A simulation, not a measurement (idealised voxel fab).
You're looking at the process module voxel tone inversion.
Cross-section cut spans 220 nm and uses square cells 5 nm in size.
Notation: cross-section as square-cell grid; stated in bands, top first, going down; one or more cell rows per band.
The band entry comprises the height of the band's top followed by the height of its bottom, expressed in nm, and subsequently the band's materials from left to right, each stated together with its width in nm. Where a single material is marked with the word "everywhere", that material fills the band from edge to edge. The word "empty" represents empty space.
Heights are measured from 0, the level below which the as-received wafer is all one material; the lowest band has no bottom and continues downward, written as in "0..down".
A width such as "30 to 40" changes by the same amount from each row of cells to the next, from the band's top row to its bottom row.
The designation "nothing was modified", where it is given for a processing step, indicates that no cell of the cross-section was altered in the course of that step.
The entry "Closed void table" lists the empty spaces that cover at least 8 cells and have no open path to the top. Each is written as width x height at distance, where the distance is measured from the left edge and all three values are in nm.
Anything after a step's settings on that line? It's the simulator's own note about the step.
overlay nm: for a step with a mask, the amount by which the mask lay right of where it was planned; a negative amount means left of it.
### Intended process steps
1) op RECEIVE | material Si
2) op CONFORMAL_DEP | material SiN | thk nm 5
3) op DIRECTIONAL_DEP | material polySi | thk nm 20
4) op PATTERN | tone cover | mask id POSTS | material resist | width nm 15 | pitch nm 45 | thk nm 25 | overlay nm 0
5) op DIRECTIONAL_ETCH | etch materials polySi | depth nm 20
6) op STRIP | etch materials resist
7) op FILL_DEP | material lowk | thk nm 10
8) op CMP | height nm 25
9) op STRIP | etch materials polySi
### First of two wafers: run as planned
### Here's what the wafer looked like in cross-section when it arrived - that's after step 1
- 0..down: Si everywhere
- Closed void table: none
### After step 2, in cross-section
- 5..0: SiN everywhere
- Lower than 0, everything is as it was.
### After step 3, in cross-section
- 25..5: polySi everywhere
- Lower than 5, everything is as it was.
### After step 4, in cross-section
- 50..25: 35 nm empty / 15 nm resist / 30 nm empty / 15 nm resist / 30 nm empty / 15 nm resist / 30 nm empty / 15 nm resist / 35 nm empty
- Lower than 25, everything is as it was.
### After step 5, in cross-section
- 50..25: 35 nm empty / 15 nm resist / 30 nm empty / 15 nm resist / 30 nm empty / 15 nm resist / 30 nm empty / 15 nm resist / 35 nm empty
- 25..5: 35 nm empty / 15 nm polySi / 30 nm empty / 15 nm polySi / 30 nm empty / 15 nm polySi / 30 nm empty / 15 nm polySi / 35 nm empty
- Lower than 5, everything is as it was.
### After step 6, in cross-section
- 25..5: 35 nm empty / 15 nm polySi / 30 nm empty / 15 nm polySi / 30 nm empty / 15 nm polySi / 30 nm empty / 15 nm polySi / 35 nm empty
- Lower than 5, everything is as it was.
### After step 7, in cross-section
- 35..25: lowk everywhere
- 25..5: 35 nm lowk / 15 nm polySi / 30 nm lowk / 15 nm polySi / 30 nm lowk / 15 nm polySi / 30 nm lowk / 15 nm polySi / 35 nm lowk
- Lower than 5, everything is as it was.
### After step 8, in cross-section
- 25..5: 35 nm lowk / 15 nm polySi / 30 nm lowk / 15 nm polySi / 30 nm lowk / 15 nm polySi / 30 nm lowk / 15 nm polySi / 35 nm lowk
- Lower than 5, everything is as it was.
### After step 9, in cross-section
- 25..5: 35 nm lowk / 15 nm empty / 30 nm lowk / 15 nm empty / 30 nm lowk / 15 nm empty / 30 nm lowk / 15 nm empty / 35 nm lowk
- Lower than 5, everything is as it was.
### second wafer: like start, like plan, one mistake. Through step 3 it matches the first wafer
### The second wafer cut through, at the time step 4 was supposed to be finished
- 50..25: 35 nm empty / 20 nm resist / 25 nm empty / 20 nm resist / 25 nm empty / 20 nm resist / 25 nm empty / 20 nm resist / 30 nm empty
- Lower than 25, everything is as it was.
### The second wafer cut through, at the time step 5 was supposed to be finished
- 50..25: 35 nm empty / 20 nm resist / 25 nm empty / 20 nm resist / 25 nm empty / 20 nm resist / 25 nm empty / 20 nm resist / 30 nm empty
- 25..5: 35 nm empty / 20 nm polySi / 25 nm empty / 20 nm polySi / 25 nm empty / 20 nm polySi / 25 nm empty / 20 nm polySi / 30 nm empty
- Lower than 5, everything is as it was.
### The second wafer cut through, at the time step 6 was supposed to be finished
- 25..5: 35 nm empty / 20 nm polySi / 25 nm empty / 20 nm polySi / 25 nm empty / 20 nm polySi / 25 nm empty / 20 nm polySi / 30 nm empty
- Lower than 5, everything is as it was.
### The second wafer cut through, at the time step 7 was supposed to be finished
- 35..25: lowk everywhere
- 25..5: 35 nm lowk / 20 nm polySi / 25 nm lowk / 20 nm polySi / 25 nm lowk / 20 nm polySi / 25 nm lowk / 20 nm polySi / 30 nm lowk
- Lower than 5, everything is as it was.
### The second wafer cut through, at the time step 8 was supposed to be finished
- 25..5: 35 nm lowk / 20 nm polySi / 25 nm lowk / 20 nm polySi / 25 nm lowk / 20 nm polySi / 25 nm lowk / 20 nm polySi / 30 nm lowk
- Lower than 5, everything is as it was.
### The second wafer cut through, at the time step 9 was supposed to be finished
- 25..5: 35 nm lowk / 20 nm empty / 25 nm lowk / 20 nm empty / 25 nm lowk / 20 nm empty / 25 nm lowk / 20 nm empty / 30 nm lowk
- Lower than 5, everything is as it was.
What was the processing mistake? heads up, step 4 didn't go per plan, it actually ran as op PATTERN | tone cover | mask id POSTS | material resist | width nm 20 | pitch nm 45 | thk nm 25 | overlay nm 0
FYI, end of process, the second wafer has more or fewer cells of some materials than the first: 16 fewer of lowk
